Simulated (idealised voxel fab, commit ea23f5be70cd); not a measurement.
Module name: voxel capacitor over wiring (process module)
Displayed cross-section: cut, width of 220 nm, square cells sized 5 nm.
Throughout this document, each cross-section is represented as a grid of square cells and is presented as a sequence of bands enumerated from the top downward, where a band comprises one or more rows of cells. The entry gives the band's vertical extent as a top height and a bottom height in nm, then its horizontal make-up as materials from left to right, each with a width in nm. "air" stands for empty space; a single material marked "all across" fills the band edge to edge. Heights are expressed relative to 0, this being the level below which the as-received wafer comprises one material exclusively. The lowest band is unbounded in the downward direction and is denoted as in "top 0, no bottom". Width: "30..40" (first number = top row, second number = bottom row, same change from row to row of cells). Reading "nothing got changed" for a step: not a cell of the cross-section changed in it. "Closed void table" contains a list of empty spaces, each no smaller than 8 cells and without an open way to the top, written in the form width x height at distance with the distance from the left edge and all three in nm. Heads up: the bit after the settings on a step's line is the simulator's remark on that step. overlay nm: mask offset rightward from planned place, masked step; negative means leftward offset. Reading guide: pairs of cross-sections, before and after one process step; after view cut off at lowest changed band; step and settings listed under each pair. Pairs may stem from different runs of this module on the same starting wafer; continuity with the pair above only where the "Before-step section" entry states it.

### Before-step section
  top 95, bottom 65: air 65, then resist 20, then air 50, then resist 20, then air 65
  top 65, bottom 55: aC all across
  top 55, bottom 35: W all across
  top 35, bottom 30: TiN all across
  top 30, bottom 0: SiO2 all across
  top 0, no bottom: Si all across
  Closed void table: none

### State After Step
  top 85, bottom 65: air 65, then resist 20, then air 50, then resist 20, then air 65
  top 65, bottom 55: air 65, then aC 20, then air 50, then aC 20, then air 65
  Below a height of 55, the structure has not been altered.
  Closed void table: none
To go from the before cross-section above to the after cross-section, apply DIRECTIONAL_ETCH: etch materials aC, depth nm 10

Before-step section: The structure entering this step is exactly what the pair just above shows after its step.

### State After Step
  top 65, bottom 55: air 65, then aC 20, then air 50, then aC 20, then air 65
  Below a height of 55, the structure has not been altered.
  Closed void table: none
To go from the before cross-section above to the after cross-section, apply STRIP: etch materials resist

Before-step section: The structure entering this step is exactly what the pair just above shows after its step.

### State After Step
  top 65, bottom 55: air 65, then aC 20, then air 50, then aC 20, then air 65
  top 55, bottom 35: air 65, then W 20, then air 50, then W 20, then air 65
  Below a height of 35, the structure has not been altered.
  Closed void table: none
To go from the before cross-section above to the after cross-section, apply DIRECTIONAL_ETCH: etch materials W, depth nm 20

Before-step section: The structure entering this step is exactly what the pair just above shows after its step.

### State After Step
  top 65, bottom 55: air 65, then aC 20, then air 50, then aC 20, then air 65
  top 55, bottom 35: air 65, then W 20, then air 50, then W 20, then air 65
  top 35, bottom 30: air 65, then TiN 20, then air 50, then TiN 20, then air 65
  Below a height of 30, the structure has not been altered.
  Closed void table: none
To go from the before cross-section above to the after cross-section, apply DIRECTIONAL_ETCH: etch materials TiN, depth nm 5

Before-step section: The structure entering this step is exactly what the pair just above shows after its step.

### State After Step
  top 55, bottom 35: air 65, then W 20, then air 50, then W 20, then air 65
  Below a height of 35, the structure has not been altered.
  Closed void table: none
To go from the before cross-section above to the after cross-section, apply STRIP: etch materials aC

Before-step section: The structure entering this step is exactly what the pair just above shows after its step.

### State After Step
  top 60, bottom 55: air 60, then SiCN 30, then air 40, then SiCN 30, then air 60
  top 55, bottom 35: air 60, then SiCN 5, then W 20, then SiCN 5, then air 40, then SiCN 5, then W 20, then SiCN 5, then air 60
  top 35, bottom 30: SiCN 65, then TiN 20, then SiCN 50, then TiN 20, then SiCN 65
  Below a height of 30, the structure has not been altered.
  Closed void table: none
To go from the before cross-section above to the after cross-section, apply CONFORMAL_DEP: material SiCN, thk nm 5

Before-step section: The structure entering this step is exactly what the pair just above shows after its step.

### State After Step
  top 65, bottom 60: lowk all across
  top 60, bottom 55: lowk 60, then SiCN 30, then lowk 40, then SiCN 30, then lowk 60
  top 55, bottom 35: lowk 60, then SiCN 5, then W 20, then SiCN 5, then lowk 40, then SiCN 5, then W 20, then SiCN 5, then lowk 60
  Below a height of 35, the structure has not been altered.
  Closed void table: none
To go from the before cross-section above to the after cross-section, apply FILL_DEP: material lowk, thk nm 5

Before-step section: The structure entering this step is exactly what the pair just above shows after its step.

### State After Step
  top 40, bottom 35: lowk 60, then SiCN 5, then W 20, then SiCN 5, then lowk 40, then SiCN 5, then W 20, then SiCN 5, then lowk 60
  Below a height of 35, the structure has not been altered.
  Closed void table: none
To go from the before cross-section above to the after cross-section, apply CMP: height nm 40

Before-step section: The structure entering this step is exactly what the pair just above shows after its step.

### State After Step
  top 45, bottom 40: SiCN all across
  Below a height of 40, the structure has not been altered.
  Closed void table: none
To go from the before cross-section above to the after cross-section, apply CONFORMAL_DEP: material SiCN, thk nm 5

Before-step section: The structure entering this step is exactly what the pair just above shows after its step.

### State After Step
  top 65, bottom 45: lowk all across
  Below a height of 45, the structure has not been altered.
  Closed void table: none
To go from the before cross-section above to the after cross-section, apply DIRECTIONAL_DEP: material lowk, thk nm 20

Before-step section: The structure entering this step is exactly what the pair just above shows after its step.

### State After Step
  top 85, bottom 65: resist 70, then air 15, then resist 135
  Below a height of 65, the structure has not been altered.
  Closed void table: none
To go from the before cross-section above to the after cross-section, apply PATTERN: tone open, mask id PLUG_1, material resist, width nm 15, thk nm 20, overlay nm 0

Before-step section: The structure entering this step is exactly what the pair just above shows after its step.

### State After Step
  top 85, bottom 65: resist 70, then air 15, then resist 135
  top 65, bottom 45: lowk 70, then air 15, then lowk 135
  Below a height of 45, the structure has not been altered.
  Closed void table: none
To go from the before cross-section above to the after cross-section, apply DIRECTIONAL_ETCH: etch materials lowk, depth nm 20

Before-step section: The structure entering this step is exactly what the pair just above shows after its step.

### State After Step
  top 85, bottom 65: resist 70, then air 15, then resist 135
  top 65, bottom 45: lowk 70, then air 15, then lowk 135
  top 45, bottom 40: SiCN 70, then air 15, then SiCN 135
  Below a height of 40, the structure has not been altered.
  Closed void table: none
To go from the before cross-section above to the after cross-section, apply DIRECTIONAL_ETCH: etch materials SiCN, depth nm 5

Before-step section: The structure entering this step is exactly what the pair just above shows after its step.

### State After Step
  top 65, bottom 45: lowk 70, then air 15, then lowk 135
  Below a height of 45, the structure has not been altered.
  Closed void table: none
To go from the before cross-section above to the after cross-section, apply STRIP: etch materials resist

Before-step section: The structure entering this step is exactly what the pair just above shows after its step.

### State After Step
  top 70, bottom 65: TiN 75, then air 5, then TiN 140
  top 65, bottom 45: lowk 70, then TiN 5, then air 5, then TiN 5, then lowk 135
  top 45, bottom 40: SiCN 70, then TiN 15, then SiCN 135
  Below a height of 40, the structure has not been altered.
  Closed void table: none
To go from the before cross-section above to the after cross-section, apply CONFORMAL_DEP: material TiN, thk nm 5

Before-step section: The structure entering this step is exactly what the pair just above shows after its step.

### State After Step
  top 75, bottom 70: Ru all across
  top 70, bottom 65: TiN 75, then Ru 5, then TiN 140
  top 65, bottom 45: lowk 70, then TiN 5, then Ru 5, then TiN 5, then lowk 135
  Below a height of 45, the structure has not been altered.
  Closed void table: none
To go from the before cross-section above to the after cross-section, apply FILL_DEP: material Ru, thk nm 5

Before-step section: The structure entering this step is exactly what the pair just above shows after its step.

### State After Step
  top 65, bottom 45: lowk 70, then TiN 5, then Ru 5, then TiN 5, then lowk 135
  Below a height of 45, the structure has not been altered.
  Closed void table: none
To go from the before cross-section above to the after cross-section, apply CMP: height nm 65

Before-step section: The structure entering this step is exactly what the pair just above shows after its step.

### State After Step
  top 75, bottom 65: TiN all across
  Below a height of 65, the structure has not been altered.
  Closed void table: none
To go from the before cross-section above to the after cross-section, apply DIRECTIONAL_DEP: material TiN, thk nm 10

Before-step section: The structure entering this step is exactly what the pair just above shows after its step.

### State After Step
  top 80, bottom 75: HfO2 all across
  Below a height of 75, the structure has not been altered.
  Closed void table: none
To go from the before cross-section above to the after cross-section, apply DIRECTIONAL_DEP: material HfO2, thk nm 5

Before-step section: The structure entering this step is exactly what the pair just above shows after its step.

### State After Step
  top 90, bottom 80: TiN all across
  Below a height of 80, the structure has not been altered.
  Closed void table: none
To go from the before cross-section above to the after cross-section, apply DIRECTIONAL_DEP: material TiN, thk nm 10

Before-step section: The structure entering this step is exactly what the pair just above shows after its step.

### State After Step
  top 105, bottom 90: air 70, then resist 55, then air 95
  Below a height of 90, the structure has not been altered.
  Closed void table: none
To go from the before cross-section above to the after cross-section, apply PATTERN: tone cover, mask id UPPER_PLATE, material resist, width nm 55, thk nm 15, overlay nm 0

Before-step section: The structure entering this step is exactly what the pair just above shows after its step.

### State After Step
  top 105, bottom 90: air 70, then resist 55, then air 95
  top 90, bottom 80: air 70, then TiN 55, then air 95
  Below a height of 80, the structure has not been altered.
  Closed void table: none
To go from the before cross-section above to the after cross-section, apply DIRECTIONAL_ETCH: etch materials TiN, depth nm 10

Before-step section: The structure entering this step is exactly what the pair just above shows after its step.

### State After Step
  top 105, bottom 90: air 70, then resist 55, then air 95
  top 90, bottom 80: air 70, then TiN 55, then air 95
  top 80, bottom 75: air 70, then HfO2 55, then air 95
  Below a height of 75, the structure has not been altered.
  Closed void table: none
To go from the before cross-section above to the after cross-section, apply DIRECTIONAL_ETCH: etch materials HfO2, depth nm 5

Before-step section: The structure entering this step is exactly what the pair just above shows after its step.

### State After Step
  top 90, bottom 80: air 70, then TiN 55, then air 95
  Below a height of 80, the structure has not been altered.
  Closed void table: none
To go from the before cross-section above to the after cross-section, apply STRIP: etch materials resist

Before-step section: The structure entering this step is exactly what the pair just above shows after its step.

### State After Step
  top 105, bottom 90: air 65, then resist 65, then air 90
  top 90, bottom 80: air 65, then resist 5, then TiN 55, then resist 5, then air 90
  top 80, bottom 75: air 65, then resist 5, then HfO2 55, then resist 5, then air 90
  Below a height of 75, the structure has not been altered.
  Closed void table: none
To go from the before cross-section above to the after cross-section, apply PATTERN: tone cover, mask id LOWER_PLATE, material resist, width nm 65, thk nm 15, overlay nm 0

Before-step section: The structure entering this step is exactly what the pair just above shows after its step.

### State After Step
  top 105, bottom 90: air 65, then resist 65, then air 90
  top 90, bottom 80: air 65, then resist 5, then TiN 55, then resist 5, then air 90
  top 80, bottom 75: air 65, then resist 5, then HfO2 55, then resist 5, then air 90
  top 75, bottom 65: air 65, then TiN 65, then air 90
  Below a height of 65, the structure has not been altered.
  Closed void table: none
To go from the before cross-section above to the after cross-section, apply DIRECTIONAL_ETCH: etch materials TiN, depth nm 10

Before-step section: The structure entering this step is exactly what the pair just above shows after its step.

### State After Step
  top 90, bottom 80: air 70, then TiN 55, then air 95
  top 80, bottom 75: air 70, then HfO2 55, then air 95
  Below a height of 75, the structure has not been altered.
  Closed void table: none
To go from the before cross-section above to the after cross-section, apply STRIP: etch materials resist

Before-step section: The structure entering this step is exactly what the pair just above shows after its step.

### State After Step
  top 105, bottom 90: SiO2 all across
  top 90, bottom 80: SiO2 70, then TiN 55, then SiO2 95
  top 80, bottom 75: SiO2 70, then HfO2 55, then SiO2 95
  top 75, bottom 65: SiO2 65, then TiN 65, then SiO2 90
  Below a height of 65, the structure has not been altered.
  Closed void table: none
To go from the before cross-section above to the after cross-section, apply FILL_DEP: material SiO2, thk nm 15

Before-step section: The structure entering this step is exactly what the pair just above shows after its step.

### State After Step
  top 100, bottom 90: SiO2 all across
  Below a height of 90, the structure has not been altered.
  Closed void table: none
To go from the before cross-section above to the after cross-section, apply CMP: height nm 100

Before-step section: The structure entering this step is exactly what the pair just above shows after its step.

### State After Step
  top 115, bottom 100: aC all across
  Below a height of 100, the structure has not been altered.
  Closed void table: none
To go from the before cross-section above to the after cross-section, apply DIRECTIONAL_DEP: material aC, thk nm 15

Before-step section: The structure entering this step is exactly what the pair just above shows after its step.

### State After Step
  top 145, bottom 115: resist 80, then air 15, then resist 125
  Below a height of 115, the structure has not been altered.
  Closed void table: none
To go from the before cross-section above to the after cross-section, apply PATTERN: tone open, mask id PLUG_2, material resist, width nm 15, thk nm 30, overlay nm 0

Before-step section: The structure entering this step is exactly what the pair just above shows after its step.

### State After Step
  top 130, bottom 115: resist 80, then air 15, then resist 125
  top 115, bottom 100: aC 80, then air 15, then aC 125
  Below a height of 100, the structure has not been altered.
  Closed void table: none
To go from the before cross-section above to the after cross-section, apply DIRECTIONAL_ETCH: etch materials aC, depth nm 15

Before-step section: The structure entering this step is exactly what the pair just above shows after its step.

### State After Step
  top 115, bottom 100: aC 80, then air 15, then aC 125
  Below a height of 100, the structure has not been altered.
  Closed void table: none
To go from the before cross-section above to the after cross-section, apply STRIP: etch materials resist

Before-step section: The structure entering this step is exactly what the pair just above shows after its step.

### State After Step
  top 115, bottom 100: aC 80, then air 15, then aC 125
  top 100, bottom 90: SiO2 80, then air 15, then SiO2 125
  Below a height of 90, the structure has not been altered.
  Closed void table: none
To go from the before cross-section above to the after cross-section, apply DIRECTIONAL_ETCH: etch materials SiO2, depth nm 10

Before-step section: The structure entering this step is exactly what the pair just above shows after its step.

### State After Step
  top 100, bottom 90: SiO2 80, then air 15, then SiO2 125
  Below a height of 90, the structure has not been altered.
  Closed void table: none
To go from the before cross-section above to the after cross-section, apply STRIP: etch materials aC

Before-step section: The structure entering this step is exactly what the pair just above shows after its step.

### State After Step
  top 105, bottom 100: TiN 85, then air 5, then TiN 130
  top 100, bottom 95: SiO2 80, then TiN 5, then air 5, then TiN 5, then SiO2 125
  top 95, bottom 90: SiO2 80, then TiN 15, then SiO2 125
  Below a height of 90, the structure has not been altered.
  Closed void table: none
To go from the before cross-section above to the after cross-section, apply CONFORMAL_DEP: material TiN, thk nm 5

Before-step section: The structure entering this step is exactly what the pair just above shows after its step.

### State After Step
  top 115, bottom 105: Cu all across
  top 105, bottom 100: TiN 85, then Cu 5, then TiN 130
  top 100, bottom 95: SiO2 80, then TiN 5, then Cu 5, then TiN 5, then SiO2 125
  Below a height of 95, the structure has not been altered.
  Closed void table: none
To go from the before cross-section above to the after cross-section, apply FILL_DEP: material Cu, thk nm 10

Before-step section: The structure entering this step is exactly what the pair just above shows after its step.

### State After Step
  top 100, bottom 95: SiO2 80, then TiN 5, then Cu 5, then TiN 5, then SiO2 125
  Below a height of 95, the structure has not been altered.
  Closed void table: none
To go from the before cross-section above to the after cross-section, apply CMP: height nm 100

Before-step section: The structure entering this step is exactly what the pair just above shows after its step.

### State After Step
  top 105, bottom 100: SiN all across
  Below a height of 100, the structure has not been altered.
  Closed void table: none
To go from the before cross-section above to the after cross-section, apply CONFORMAL_DEP: material SiN, thk nm 5

### Before-step section
  top 75, bottom 65: TiN all across
  top 65, bottom 45: lowk 70, then TiN 5, then Ru 5, then TiN 5, then lowk 135
  top 45, bottom 40: SiCN 70, then TiN 15, then SiCN 135
  top 40, bottom 20: lowk 60, then SiCN 5, then W 20, then SiCN 5, then lowk 40, then SiCN 5, then W 20, then SiCN 5, then lowk 60
  top 20, bottom 15: SiCN 65, then TiN 20, then SiCN 50, then TiN 20, then SiCN 65
  top 15, bottom 0: SiO2 all across
  top 0, no bottom: Si all across
  Closed void table: none

### State After Step
  top 85, bottom 65: TiN all across
  Below a height of 65, the structure has not been altered.
  Closed void table: none
To go from the before cross-section above to the after cross-section, apply DIRECTIONAL_DEP: material TiN, thk nm 10

Before-step section: The structure entering this step is exactly what the pair just above shows after its step.

### State After Step
  top 90, bottom 85: HfO2 all across
  Below a height of 85, the structure has not been altered.
  Closed void table: none
To go from the before cross-section above to the after cross-section, apply DIRECTIONAL_DEP: material HfO2, thk nm 5

Before-step section: The structure entering this step is exactly what the pair just above shows after its step.

### State After Step
  top 105, bottom 90: air 70, then resist 55, then air 95
  Below a height of 90, the structure has not been altered.
  Closed void table: none
To go from the before cross-section above to the after cross-section, apply PATTERN: tone cover, mask id UPPER_PLATE, material resist, width nm 55, thk nm 15, overlay nm 0

Before-step section: The structure entering this step is exactly what the pair just above shows after its step.

### State After Step
  top 105, bottom 90: air 70, then resist 55, then air 95
  top 90, bottom 85: air 70, then HfO2 55, then air 95
  Below a height of 85, the structure has not been altered.
  Closed void table: none
To go from the before cross-section above to the after cross-section, apply DIRECTIONAL_ETCH: etch materials HfO2, depth nm 5

Before-step section: The structure entering this step is exactly what the pair just above shows after its step.

### State After Step
  top 90, bottom 85: air 70, then HfO2 55, then air 95
  Below a height of 85, the structure has not been altered.
  Closed void table: none
To go from the before cross-section above to the after cross-section, apply STRIP: etch materials resist

Before-step section: The structure entering this step is exactly what the pair just above shows after its step.

### State After Step
  top 105, bottom 90: air 65, then resist 65, then air 90
  top 90, bottom 85: air 65, then resist 5, then HfO2 55, then resist 5, then air 90
  Below a height of 85, the structure has not been altered.
  Closed void table: none
To go from the before cross-section above to the after cross-section, apply PATTERN: tone cover, mask id LOWER_PLATE, material resist, width nm 65, thk nm 15, overlay nm 0

Before-step section: The structure entering this step is exactly what the pair just above shows after its step.

### State After Step
  top 105, bottom 90: air 65, then resist 65, then air 90
  top 90, bottom 85: air 65, then resist 5, then HfO2 55, then resist 5, then air 90
  top 85, bottom 75: air 65, then TiN 65, then air 90
  Below a height of 75, the structure has not been altered.
  Closed void table: none
To go from the before cross-section above to the after cross-section, apply DIRECTIONAL_ETCH: etch materials TiN, depth nm 10

Before-step section: The structure entering this step is exactly what the pair just above shows after its step.

### State After Step
  top 90, bottom 85: air 70, then HfO2 55, then air 95
  Below a height of 85, the structure has not been altered.
  Closed void table: none
To go from the before cross-section above to the after cross-section, apply STRIP: etch materials resist

Before-step section: The structure entering this step is exactly what the pair just above shows after its step.

### State After Step
  top 105, bottom 90: SiO2 all across
  top 90, bottom 85: SiO2 70, then HfO2 55, then SiO2 95
  top 85, bottom 75: SiO2 65, then TiN 65, then SiO2 90
  Below a height of 75, the structure has not been altered.
  Closed void table: none
To go from the before cross-section above to the after cross-section, apply FILL_DEP: material SiO2, thk nm 15

Before-step section: The structure entering this step is exactly what the pair just above shows after its step.

### State After Step
  top 100, bottom 90: SiO2 all across
  Below a height of 90, the structure has not been altered.
  Closed void table: none
To go from the before cross-section above to the after cross-section, apply CMP: height nm 100

Before-step section: The structure entering this step is exactly what the pair just above shows after its step.

### State After Step
  top 115, bottom 100: aC all across
  Below a height of 100, the structure has not been altered.
  Closed void table: none
To go from the before cross-section above to the after cross-section, apply DIRECTIONAL_DEP: material aC, thk nm 15

Before-step section: The structure entering this step is exactly what the pair just above shows after its step.

### State After Step
  top 145, bottom 115: resist 80, then air 15, then resist 125
  Below a height of 115, the structure has not been altered.
  Closed void table: none
To go from the before cross-section above to the after cross-section, apply PATTERN: tone open, mask id PLUG_2, material resist, width nm 15, thk nm 30, overlay nm 0

Before-step section: The structure entering this step is exactly what the pair just above shows after its step.

### State After Step
  top 130, bottom 115: resist 80, then air 15, then resist 125
  top 115, bottom 100: aC 80, then air 15, then aC 125
  Below a height of 100, the structure has not been altered.
  Closed void table: none
To go from the before cross-section above to the after cross-section, apply DIRECTIONAL_ETCH: etch materials aC, depth nm 15

Before-step section: The structure entering this step is exactly what the pair just above shows after its step.

### State After Step
  top 115, bottom 100: aC 80, then air 15, then aC 125
  Below a height of 100, the structure has not been altered.
  Closed void table: none
To go from the before cross-section above to the after cross-section, apply STRIP: etch materials resist

Before-step section: The structure entering this step is exactly what the pair just above shows after its step.

### State After Step
  top 115, bottom 100: aC 80, then air 15, then aC 125
  top 100, bottom 90: SiO2 80, then air 15, then SiO2 125
  Below a height of 90, the structure has not been altered.
  Closed void table: none
To go from the before cross-section above to the after cross-section, apply DIRECTIONAL_ETCH: etch materials SiO2, depth nm 10

Before-step section: The structure entering this step is exactly what the pair just above shows after its step.

### State After Step
  top 100, bottom 90: SiO2 80, then air 15, then SiO2 125
  Below a height of 90, the structure has not been altered.
  Closed void table: none
To go from the before cross-section above to the after cross-section, apply STRIP: etch materials aC

Before-step section: The structure entering this step is exactly what the pair just above shows after its step.

### State After Step
  top 105, bottom 100: TiN 85, then air 5, then TiN 130
  top 100, bottom 95: SiO2 80, then TiN 5, then air 5, then TiN 5, then SiO2 125
  top 95, bottom 90: SiO2 80, then TiN 15, then SiO2 125
  Below a height of 90, the structure has not been altered.
  Closed void table: none
To go from the before cross-section above to the after cross-section, apply CONFORMAL_DEP: material TiN, thk nm 5

Before-step section: The structure entering this step is exactly what the pair just above shows after its step.

### State After Step
  top 115, bottom 105: Cu all across
  top 105, bottom 100: TiN 85, then Cu 5, then TiN 130
  top 100, bottom 95: SiO2 80, then TiN 5, then Cu 5, then TiN 5, then SiO2 125
  Below a height of 95, the structure has not been altered.
  Closed void table: none
To go from the before cross-section above to the after cross-section, apply FILL_DEP: material Cu, thk nm 10

Before-step section: The structure entering this step is exactly what the pair just above shows after its step.

### State After Step
  top 100, bottom 95: SiO2 80, then TiN 5, then Cu 5, then TiN 5, then SiO2 125
  Below a height of 95, the structure has not been altered.
  Closed void table: none
To go from the before cross-section above to the after cross-section, apply CMP: height nm 100

Before-step section: The structure entering this step is exactly what the pair just above shows after its step.

### State After Step
  top 105, bottom 100: SiN all across
  Below a height of 100, the structure has not been altered.
  Closed void table: none
To go from the before cross-section above to the after cross-section, apply CONFORMAL_DEP: material SiN, thk nm 5

### Before-step section
  top 75, bottom 65: TiN all across
  top 65, bottom 45: lowk 70, then TiN 5, then Ru 5, then TiN 5, then lowk 135
  top 45, bottom 40: SiCN 70, then TiN 15, then SiCN 135
  top 40, bottom 20: lowk 60, then SiCN 5, then W 20, then SiCN 5, then lowk 40, then SiCN 5, then W 20, then SiCN 5, then lowk 60
  top 20, bottom 15: SiCN 65, then TiN 20, then SiCN 50, then TiN 20, then SiCN 65
  top 15, bottom 0: SiO2 all across
  top 0, no bottom: Si all across
  Closed void table: none

### State After Step
  top 90, bottom 75: HfO2 all across
  Below a height of 75, the structure has not been altered.
  Closed void table: none
To go from the before cross-section above to the after cross-section, apply DIRECTIONAL_DEP: material HfO2, thk nm 15

Before-step section: The structure entering this step is exactly what the pair just above shows after its step.

### State After Step
  top 100, bottom 90: TiN all across
  Below a height of 90, the structure has not been altered.
  Closed void table: none
To go from the before cross-section above to the after cross-section, apply DIRECTIONAL_DEP: material TiN, thk nm 10

Before-step section: The structure entering this step is exactly what the pair just above shows after its step.

### State After Step
  top 115, bottom 100: air 70, then resist 55, then air 95
  Below a height of 100, the structure has not been altered.
  Closed void table: none
To go from the before cross-section above to the after cross-section, apply PATTERN: tone cover, mask id UPPER_PLATE, material resist, width nm 55, thk nm 15, overlay nm 0

Before-step section: The structure entering this step is exactly what the pair just above shows after its step.

### State After Step
  top 115, bottom 100: air 70, then resist 55, then air 95
  top 100, bottom 90: air 70, then TiN 55, then air 95
  Below a height of 90, the structure has not been altered.
  Closed void table: none
To go from the before cross-section above to the after cross-section, apply DIRECTIONAL_ETCH: etch materials TiN, depth nm 10

Before-step section: The structure entering this step is exactly what the pair just above shows after its step.

### State After Step
  top 115, bottom 100: air 70, then resist 55, then air 95
  top 100, bottom 90: air 70, then TiN 55, then air 95
  top 90, bottom 85: air 70, then HfO2 55, then air 95
  Below a height of 85, the structure has not been altered.
  Closed void table: none
To go from the before cross-section above to the after cross-section, apply DIRECTIONAL_ETCH: etch materials HfO2, depth nm 5

Before-step section: The structure entering this step is exactly what the pair just above shows after its step.

### State After Step
  top 100, bottom 90: air 70, then TiN 55, then air 95
  Below a height of 90, the structure has not been altered.
  Closed void table: none
To go from the before cross-section above to the after cross-section, apply STRIP: etch materials resist

Before-step section: The structure entering this step is exactly what the pair just above shows after its step.

### State After Step
  top 115, bottom 100: air 65, then resist 65, then air 90
  top 100, bottom 90: air 65, then resist 5, then TiN 55, then resist 5, then air 90
  top 90, bottom 85: air 65, then resist 5, then HfO2 55, then resist 5, then air 90
  Below a height of 85, the structure has not been altered.
  Closed void table: none
To go from the before cross-section above to the after cross-section, apply PATTERN: tone cover, mask id LOWER_PLATE, material resist, width nm 65, thk nm 15, overlay nm 0

Before-step section: The structure entering this step is exactly what the pair just above shows after its step.

### State After Step
  top 100, bottom 90: air 70, then TiN 55, then air 95
  top 90, bottom 85: air 70, then HfO2 55, then air 95
  Below a height of 85, the structure has not been altered.
  Closed void table: none
To go from the before cross-section above to the after cross-section, apply STRIP: etch materials resist

Before-step section: The structure entering this step is exactly what the pair just above shows after its step.

### State After Step
  top 115, bottom 100: SiO2 all across
  top 100, bottom 90: SiO2 70, then TiN 55, then SiO2 95
  top 90, bottom 85: SiO2 70, then HfO2 55, then SiO2 95
  Below a height of 85, the structure has not been altered.
  Closed void table: none
To go from the before cross-section above to the after cross-section, apply FILL_DEP: material SiO2, thk nm 15

Before-step section: The structure entering this step is exactly what the pair just above shows after its step.

### State After Step
  top 100, bottom 90: SiO2 70, then TiN 55, then SiO2 95
  Below a height of 90, the structure has not been altered.
  Closed void table: none
To go from the before cross-section above to the after cross-section, apply CMP: height nm 100

Before-step section: The structure entering this step is exactly what the pair just above shows after its step.

### State After Step
  top 115, bottom 100: aC all across
  Below a height of 100, the structure has not been altered.
  Closed void table: none
To go from the before cross-section above to the after cross-section, apply DIRECTIONAL_DEP: material aC, thk nm 15

Before-step section: The structure entering this step is exactly what the pair just above shows after its step.

### State After Step
  top 145, bottom 115: resist 80, then air 15, then resist 125
  Below a height of 115, the structure has not been altered.
  Closed void table: none
To go from the before cross-section above to the after cross-section, apply PATTERN: tone open, mask id PLUG_2, material resist, width nm 15, thk nm 30, overlay nm 0

Before-step section: The structure entering this step is exactly what the pair just above shows after its step.

### State After Step
  top 130, bottom 115: resist 80, then air 15, then resist 125
  top 115, bottom 100: aC 80, then air 15, then aC 125
  Below a height of 100, the structure has not been altered.
  Closed void table: none
To go from the before cross-section above to the after cross-section, apply DIRECTIONAL_ETCH: etch materials aC, depth nm 15

Before-step section: The structure entering this step is exactly what the pair just above shows after its step.

### State After Step
  top 115, bottom 100: aC 80, then air 15, then aC 125
  Below a height of 100, the structure has not been altered.
  Closed void table: none
To go from the before cross-section above to the after cross-section, apply STRIP: etch materials resist

Before-step section: The structure entering this step is exactly what the pair just above shows after its step.

### State After Step
  top 100, bottom 90: SiO2 70, then TiN 55, then SiO2 95
  Below a height of 90, the structure has not been altered.
  Closed void table: none
To go from the before cross-section above to the after cross-section, apply STRIP: etch materials aC

Before-step section: The structure entering this step is exactly what the pair just above shows after its step.

### State After Step
  top 105, bottom 100: TiN all across
  Below a height of 100, the structure has not been altered.
  Closed void table: none
To go from the before cross-section above to the after cross-section, apply CONFORMAL_DEP: material TiN, thk nm 5

Before-step section: The structure entering this step is exactly what the pair just above shows after its step.

### State After Step
  top 115, bottom 105: Cu all across
  Below a height of 105, the structure has not been altered.
  Closed void table: none
To go from the before cross-section above to the after cross-section, apply FILL_DEP: material Cu, thk nm 10

Before-step section: The structure entering this step is exactly what the pair just above shows after its step.

### State After Step
  top 100, bottom 90: SiO2 70, then TiN 55, then SiO2 95
  Below a height of 90, the structure has not been altered.
  Closed void table: none
To go from the before cross-section above to the after cross-section, apply CMP: height nm 100

Before-step section: The structure entering this step is exactly what the pair just above shows after its step.

### State After Step
  top 105, bottom 100: SiN all across
  Below a height of 100, the structure has not been altered.
  Closed void table: none
To go from the before cross-section above to the after cross-section, apply CONFORMAL_DEP: material SiN, thk nm 5

### Before-step section
  top 50, bottom 40: aC all across
  top 40, bottom 20: W all across
  top 20, bottom 15: TiN all across
  top 15, bottom 0: SiO2 all across
  top 0, no bottom: Si all across
  Closed void table: none

### State After Step
  top 80, bottom 50: air 65, then resist 25, then air 45, then resist 25, then air 60
  Below a height of 50, the structure has not been altered.
  Closed void table: none
To go from the before cross-section above to the after cross-section, apply PATTERN: tone cover, mask id METAL_1, material resist, width nm 25, pitch nm 70, thk nm 30, overlay nm 0

Before-step section: The structure entering this step is exactly what the pair just above shows after its step.

### State After Step
  top 70, bottom 50: air 65, then resist 25, then air 45, then resist 25, then air 60
  top 50, bottom 40: air 65, then aC 25, then air 45, then aC 25, then air 60
  Below a height of 40, the structure has not been altered.
  Closed void table: none
To go from the before cross-section above to the after cross-section, apply DIRECTIONAL_ETCH: etch materials aC, depth nm 10

Before-step section: The structure entering this step is exactly what the pair just above shows after its step.

### State After Step
  top 50, bottom 40: air 65, then aC 25, then air 45, then aC 25, then air 60
  Below a height of 40, the structure has not been altered.
  Closed void table: none
To go from the before cross-section above to the after cross-section, apply STRIP: etch materials resist

Before-step section: The structure entering this step is exactly what the pair just above shows after its step.

### State After Step
  top 50, bottom 40: air 65, then aC 25, then air 45, then aC 25, then air 60
  top 40, bottom 20: air 65, then W 25, then air 45, then W 25, then air 60
  Below a height of 20, the structure has not been altered.
  Closed void table: none
To go from the before cross-section above to the after cross-section, apply DIRECTIONAL_ETCH: etch materials W, depth nm 20

Before-step section: The structure entering this step is exactly what the pair just above shows after its step.

### State After Step
  top 50, bottom 40: air 65, then aC 25, then air 45, then aC 25, then air 60
  top 40, bottom 20: air 65, then W 25, then air 45, then W 25, then air 60
  top 20, bottom 15: air 65, then TiN 25, then air 45, then TiN 25, then air 60
  Below a height of 15, the structure has not been altered.
  Closed void table: none
To go from the before cross-section above to the after cross-section, apply DIRECTIONAL_ETCH: etch materials TiN, depth nm 5

Before-step section: The structure entering this step is exactly what the pair just above shows after its step.

### State After Step
  top 40, bottom 20: air 65, then W 25, then air 45, then W 25, then air 60
  Below a height of 20, the structure has not been altered.
  Closed void table: none
To go from the before cross-section above to the after cross-section, apply STRIP: etch materials aC

Before-step section: The structure entering this step is exactly what the pair just above shows after its step.

### State After Step
  top 45, bottom 40: air 60, then SiCN 35, then air 35, then SiCN 35, then air 55
  top 40, bottom 20: air 60, then SiCN 5, then W 25, then SiCN 5, then air 35, then SiCN 5, then W 25, then SiCN 5, then air 55
  top 20, bottom 15: SiCN 65, then TiN 25, then SiCN 45, then TiN 25, then SiCN 60
  Below a height of 15, the structure has not been altered.
  Closed void table: none
To go from the before cross-section above to the after cross-section, apply CONFORMAL_DEP: material SiCN, thk nm 5

Before-step section: The structure entering this step is exactly what the pair just above shows after its step.

### State After Step
  top 50, bottom 45: lowk all across
  top 45, bottom 40: lowk 60, then SiCN 35, then lowk 35, then SiCN 35, then lowk 55
  top 40, bottom 20: lowk 60, then SiCN 5, then W 25, then SiCN 5, then lowk 35, then SiCN 5, then W 25, then SiCN 5, then lowk 55
  Below a height of 20, the structure has not been altered.
  Closed void table: none
To go from the before cross-section above to the after cross-section, apply FILL_DEP: material lowk, thk nm 5
